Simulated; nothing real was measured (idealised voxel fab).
Documented hereafter: the process module known as voxel self aligned contacts.
The figure presents cross-section cut, which has a width of 225 nm and is divided into square cells with an edge length of 5 nm.
When this document writes out a cross-section, it uses a grid of square cells and lists it as bands, beginning at the top and moving down, with a band standing for one or more rows of cells. Read a band's entry like this: the first values are the height of its top and the height of its bottom in nm, and what follows is the sequence of materials from left to right, each with its width in nm. Note that "air" is empty space, and that a single material marked "everywhere" reaches across the band from edge to edge. The reference from which all heights are counted is 0, the level beneath which the as-received wafer is entirely one material; the lowest band, having no lower bound, proceeds downward and is written after the example "0 -> down". Width "30 to 40": first value at the band's top row of cells, second value at its bottom row, equal change from row to row. Step note "no change occurred" = no cross-section cell changed. Under "Closed void table" you'll find the enclosed gaps, the ones with no way out to the top, that are 8 cells or bigger; each reads width x height at distance, with distance counted from the left edge, everything in nm. That trailing text on a step's line, after the settings, is the simulator's own remark on the step. When a step includes a mask, the "overlay nm" setting on its line states how far to the right of its planned place that mask lay, and negative values state how far to the left.
Planned process steps:
step 1: RECEIVE,material Si
step 2: CONFORMAL_DEP,material SiO2,thk nm 5
step 3: DIRECTIONAL_DEP,material polySi,thk nm 30
step 4: DIRECTIONAL_DEP,material SiN,thk nm 15
step 5: DIRECTIONAL_DEP,material aC,thk nm 15
step 6: PATTERN,tone cover,mask id GATE,material resist,width nm 30,pitch nm 65,thk nm 35,overlay nm 0
step 7: DIRECTIONAL_ETCH,etch materials aC,depth nm 15
step 8: STRIP,etch materials resist
step 9: DIRECTIONAL_ETCH,etch materials SiN,depth nm 15
step 10: DIRECTIONAL_ETCH,etch materials polySi,depth nm 30
step 11: STRIP,etch materials aC
step 12: CONFORMAL_DEP,material SiN,thk nm 5
step 13: DIRECTIONAL_ETCH,etch materials SiN,depth nm 5
step 14: FILL_DEP,material SiO2,thk nm 15
step 15: CMP,height nm 55
step 16: MASKED_ETCH,tone open,mask id CONTACT,width nm 45,etch materials SiO2,depth nm 55,overlay nm 0
step 17: CONFORMAL_DEP,material TiN,thk nm 5
step 18: FILL_DEP,material W,thk nm 5
step 19: CMP,height nm 55
step 20: CONFORMAL_DEP,material SiN,thk nm 5
varied across the wafers: thk nm of step 17. The plan shows the first wafer's value. All wafers start alike
Cross-section of the first of several wafers on receipt, reflecting completion of step 1:
    0 -> down  Si everywhere
    Closed void table: none
After the module's final step, step 20: the first of several wafers in cross-section:
    60 -> 55  SiN everywhere
    55 -> 50  SiO2 (90); TiN (15); W (15); TiN (15); SiO2 (90)
    50 -> 35  SiO2 (60); SiN (40); TiN (5); W (15); TiN (5); SiN (40); SiO2 (60)
    35 -> 5  SiO2 (60); SiN (5); polySi (30); SiN (5); TiN (5); W (15); TiN (5); SiN (5); polySi (30); SiN (5); SiO2 (60)
    5 -> 0  SiO2 (100); TiN (25); SiO2 (100)
    0 -> down  Si everywhere
    Closed void table: none
Final wafer of several, shown in cross-section at the end of the module:
    60 -> 55  SiN everywhere
    55 -> 50  SiO2 (90); TiN (45); SiO2 (90)
    50 -> 35  SiO2 (60); SiN (40); TiN (25); SiN (40); SiO2 (60)
    35 -> 5  SiO2 (60); SiN (5); polySi (30); SiN (5); TiN (25); SiN (5); polySi (30); SiN (5); SiO2 (60)
    5 -> 0  SiO2 (100); TiN (25); SiO2 (100)
    0 -> down  Si everywhere
    Closed void table: none
Row per wafer, end-of-module: cell gain (+)/loss (-) by material since the wafer came in, then closed voids:
thk nm 5 | +117 SiN | +292 SiO2 | +29 TiN | +30 W | +72 polySi | Closed void table: none
thk nm 10 | +117 SiN | +292 SiO2 | +50 TiN | +9 W | +72 polySi | Closed void table: none
thk nm 15 | +117 SiN | +292 SiO2 | +59 TiN | +72 polySi | Closed void table: none
thk nm 20 | +117 SiN | +292 SiO2 | +59 TiN | +72 polySi | Closed void table: none
